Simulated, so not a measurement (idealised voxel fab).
This section sets out a process module, namely voxel tone inversion.
For reference, the cross-section in this document is cut, with width 250 nm and square cells of 5 nm.
We lay out every cross-section as a grid of square cells and spell it out in bands from the top down, where one band means one or more rows of cells. For a band, the entry starts with two heights in nm, that of the top and then that of the bottom, and carries on with the band's materials in order from left to right, each alongside its width in nm; the word "throughout" beside a single material means it fills the band edge to edge, and "air" means empty space. Height is counted from the level 0, under which the received wafer is composed throughout of one material. The lowest of the bands is not closed at the bottom but continues downward, in the notation "0 nm and below". The expression "30 to 40" gives the width at the extremes of the band, the first number at its top row of cells and the second at its bottom row, with the width changing by equal amounts from each row to the next in between. A step reported as "no change occurred" is a step in which no cell of the cross-section changed. "Closed void roster" contains a list of empty spaces, each no smaller than 8 cells and without an open way to the top, written in the form width x height at distance with the distance from the left edge and all three in nm. after a step's settings: what the simulator itself notes on the step. overlay nm: mask right of planned place by this much (step with mask). Neg. = left.

Process steps - plan
1,RECEIVE | material Si
2,CONFORMAL_DEP | material SiN | thk nm 10
3,DIRECTIONAL_DEP | material polySi | thk nm 25
4,PATTERN | tone cover | mask id POSTS | material resist | width nm 15 | pitch nm 45 | thk nm 35 | overlay nm -15
5,DIRECTIONAL_ETCH | etch materials polySi | depth nm 25
6,STRIP | etch materials resist
7,FILL_DEP | material SiO2 | thk nm 10
8,CMP | height nm 35
9,STRIP | etch materials polySi
10,CONFORMAL_DEP | material TiN | thk nm 5
11,FILL_DEP | material Ru | thk nm 10
12,CMP | height nm 35
13,CONFORMAL_DEP | material SiN | thk nm 5
Be aware that, although all wafers share a common starting state, the overlay nm at step 4 differs among them, and the plan displays the first wafer's value.

Received wafers, first of several: cross-section after step 1
	0 nm and below | Si throughout
	Closed void roster: none

First of several wafers in cross-section at module end, following the final step, step 13
	40 nm to 35 nm | SiN throughout
	35 nm to 15 nm | 55 SiO2, then 5 TiN, then 5 Ru, then 5 TiN, then 30 SiO2, then 5 TiN, then 5 Ru, then 5 TiN, then 30 SiO2, then 5 TiN, then 5 Ru, then 5 TiN, then 90 SiO2
	15 nm to 10 nm | 55 SiO2, then 15 TiN, then 30 SiO2, then 15 TiN, then 30 SiO2, then 15 TiN, then 90 SiO2
	10 nm to 0 nm | SiN throughout
	0 nm and below | Si throughout
	Closed void roster: none

Cross-section, module end, final of several wafers
	40 nm to 35 nm | SiN throughout
	35 nm to 15 nm | 85 SiO2, then 5 TiN, then 5 Ru, then 5 TiN, then 30 SiO2, then 5 TiN, then 5 Ru, then 5 TiN, then 30 SiO2, then 5 TiN, then 5 Ru, then 5 TiN, then 60 SiO2
	15 nm to 10 nm | 85 SiO2, then 15 TiN, then 30 SiO2, then 15 TiN, then 30 SiO2, then 15 TiN, then 60 SiO2
	10 nm to 0 nm | SiN throughout
	0 nm and below | Si throughout
	Closed void roster: none

Per wafer, end of module: cells gained (+) or lost (-) per material since receipt, then closed voids
overlay nm -15, +12 Ru, +150 SiN, +205 SiO2, +33 TiN, Closed void roster: none
overlay nm -10, +12 Ru, +150 SiN, +205 SiO2, +33 TiN, Closed void roster: none
overlay nm -5, +12 Ru, +150 SiN, +205 SiO2, +33 TiN, Closed void roster: none
overlay nm 0, +12 Ru, +150 SiN, +205 SiO2, +33 TiN, Closed void roster: none
overlay nm 5, +12 Ru, +150 SiN, +205 SiO2, +33 TiN, Closed void roster: none
overlay nm 10, +12 Ru, +150 SiN, +205 SiO2, +33 TiN, Closed void roster: none
overlay nm 15, +12 Ru, +150 SiN, +205 SiO2, +33 TiN, Closed void roster: none
